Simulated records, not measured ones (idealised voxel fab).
A process module follows: voxel air gaps.
Each square cell in cross-section cut measures 5 nm, and the section as a whole is 215 nm wide.
A cross-section in this document is a grid of square cells, and it is written down as bands, the top band listed before the ones below it; a band is made up of one or more rows of cells. Top height, bottom height, nm. Materials left to right, width each, nm. Single material + "edge to edge" = fills band edge to edge. "blank" = empty. Height 0 is the level under which the wafer as received is all one material. The lowest band goes on downwards, as in "0 nm and below". The width entry "30 to 40" should be interpreted row by row: the top row of cells in the band takes the first number, the bottom row takes the second number, and the change between adjacent rows is uniform throughout. "all unchanged" means the step left every cell of the cross-section as it was. Voids not open to the top, 8 cells minimum: see "Sealed-off cavities". Written width x height at distance; distance is from the left edge; nm. It should be noted that, on the line of a given step, the content following the step's settings is a remark produced by the simulator itself with respect to that step. You can add "overlay nm" to a step's line. For a step with a mask, it describes how far the mask lay to the right of its planned position, and a negative number describes a lay to the left.
This section lists the process steps that were planned
1,RECEIVE [material Si]
2,CONFORMAL_DEP [material SiO2] [thk nm 10]
3,CONFORMAL_DEP [material SiN] [thk nm 5]
4,DIRECTIONAL_DEP [material SiO2] [thk nm 40]
5,DIRECTIONAL_DEP [material aC] [thk nm 10]
6,PATTERN [tone open] [mask id LINES] [material resist] [width nm 15] [pitch nm 45] [thk nm 25] [overlay nm 0]
7,DIRECTIONAL_ETCH [etch materials aC] [depth nm 10]
8,STRIP [etch materials resist]
9,DIRECTIONAL_ETCH [etch materials SiO2] [depth nm 40]
10,STRIP [etch materials aC]
11,CONFORMAL_DEP [material TiN] [thk nm 5]
12,FILL_DEP [material Ru] [thk nm 5]
13,CMP [height nm 55]
14,EPI [material Ru] [thk nm 10]
15,SELECTIVE_ETCH [etch materials SiO2] [depth nm 50]
16,CONFORMAL_DEP [material SiN] [thk nm 5]
Every wafer here starts from the same state; it is the step 6 width nm that distinguishes them, and the value the plan gives belongs to the first wafer.
As-received state after step 1, first of several wafers, cross-section
- 0 nm and below | Si edge to edge
- Sealed-off cavities: none
Take any row and you have a wafer at the end of the module: how many cells of each material it has gained (+) or lost (-) since it was received, and then its closed voids
width nm 15; +84 Ru; +198 SiN; +86 SiO2; +68 TiN; Sealed-off cavities: 20 x 30 at 55; 20 x 30 at 100; 20 x 30 at 145
width nm 20; +120 Ru; +186 SiN; +86 SiO2; +72 TiN; Sealed-off cavities: 15 x 30 at 55; 15 x 30 at 100; 15 x 30 at 145
width nm 25; +156 Ru; +114 SiN; +182 SiO2; +76 TiN; Sealed-off cavities: none
width nm 30; +186 Ru; +114 SiN; +158 SiO2; +80 TiN; Sealed-off cavities: none
